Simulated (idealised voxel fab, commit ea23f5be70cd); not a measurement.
process module | voxel self aligned vias
cross-section cut | 240 nm wide | cells 5 nm
A cross-section is a grid of square cells, given in bands from the top down. A band is one or more rows of cells.
Each band's line starts with the height of the band's top and of its bottom, in nm. Then come its materials from left to right, each with its width in nm. One material with "throughout" fills the band from edge to edge. "air" is empty space.
Height 0 is the level under which the wafer as received is all one material. The lowest band goes on downwards, as in "0 down".
A width such as "30 to 40" changes by the same amount from each row of cells to the next, from the band's top row to its bottom row.
"no change" after a step means that no cell of the cross-section changed.
closed voids: empty space of 8 cells or more with no open way to the top, each as width x height at its distance from the left edge, in nm
after a step's settings: what the simulator itself notes on the step
overlay nm, on a step with a mask: how far to the right of its planned place the mask lay; to the left if negative
plan
1 op RECEIVE | material Si
2 op CONFORMAL_DEP | material SiO2 | thk nm 15
3 op CONFORMAL_DEP | material SiCN | thk nm 5
4 op DIRECTIONAL_DEP | material lowk | thk nm 25
5 op DIRECTIONAL_DEP | material aC | thk nm 15
6 op PATTERN | tone open | mask id LINES | material resist | width nm 25 | pitch nm 65 | thk nm 35 | overlay nm -15
7 op DIRECTIONAL_ETCH | etch materials aC | depth nm 15
8 op STRIP | etch materials resist
9 op DIRECTIONAL_ETCH | etch materials lowk | depth nm 25
10 op STRIP | etch materials aC
11 op CONFORMAL_DEP | material TiN | thk nm 5
12 op FILL_DEP | material W | thk nm 5
13 op CMP | height nm 45
14 op SELECTIVE_ETCH | etch materials W Ru TiN | depth nm 10
15 op FILL_DEP | material SiN | thk nm 5
16 op CMP | height nm 45
17 op DIRECTIONAL_DEP | material lowk | thk nm 15
18 op MASKED_ETCH | tone open | mask id VIAS | width nm 35 | pitch nm 130 | etch materials lowk | depth nm 15 | overlay nm 0
19 op MASKED_ETCH | tone open | mask id VIAS | width nm 35 | pitch nm 130 | etch materials SiN | depth nm 10 | overlay nm 0
20 op CONFORMAL_DEP | material TiN | thk nm 5
21 op FILL_DEP | material Cu | thk nm 5
22 op CMP | height nm 60
23 op CONFORMAL_DEP | material SiCN | thk nm 5
varied across the wafers: overlay nm of step 6. The plan shows the first wafer's value. All wafers start alike
first wafer as received, after step 1
  0 down: Si throughout
  closed voids: none
each wafer at the end: cells of each material gained (+) or lost (-) since it was received, then its closed voids
overlay nm -15 | +24 Cu | +96 SiCN | +18 SiN | +144 SiO2 | +57 TiN | +18 W | +267 lowk | closed voids: none
overlay nm -10 | +28 Cu | +96 SiCN | +14 SiN | +144 SiO2 | +57 TiN | +18 W | +267 lowk | closed voids: none
overlay nm -5 | +32 Cu | +96 SiCN | +10 SiN | +144 SiO2 | +57 TiN | +18 W | +267 lowk | closed voids: none
overlay nm 0 | +32 Cu | +96 SiCN | +10 SiN | +144 SiO2 | +57 TiN | +18 W | +267 lowk | closed voids: none
overlay nm 5 | +32 Cu | +96 SiCN | +10 SiN | +144 SiO2 | +57 TiN | +18 W | +267 lowk | closed voids: none
overlay nm 10 | +28 Cu | +96 SiCN | +14 SiN | +144 SiO2 | +57 TiN | +18 W | +267 lowk | closed voids: none
overlay nm 15 | +24 Cu | +96 SiCN | +18 SiN | +144 SiO2 | +57 TiN | +18 W | +267 lowk | closed voids: none
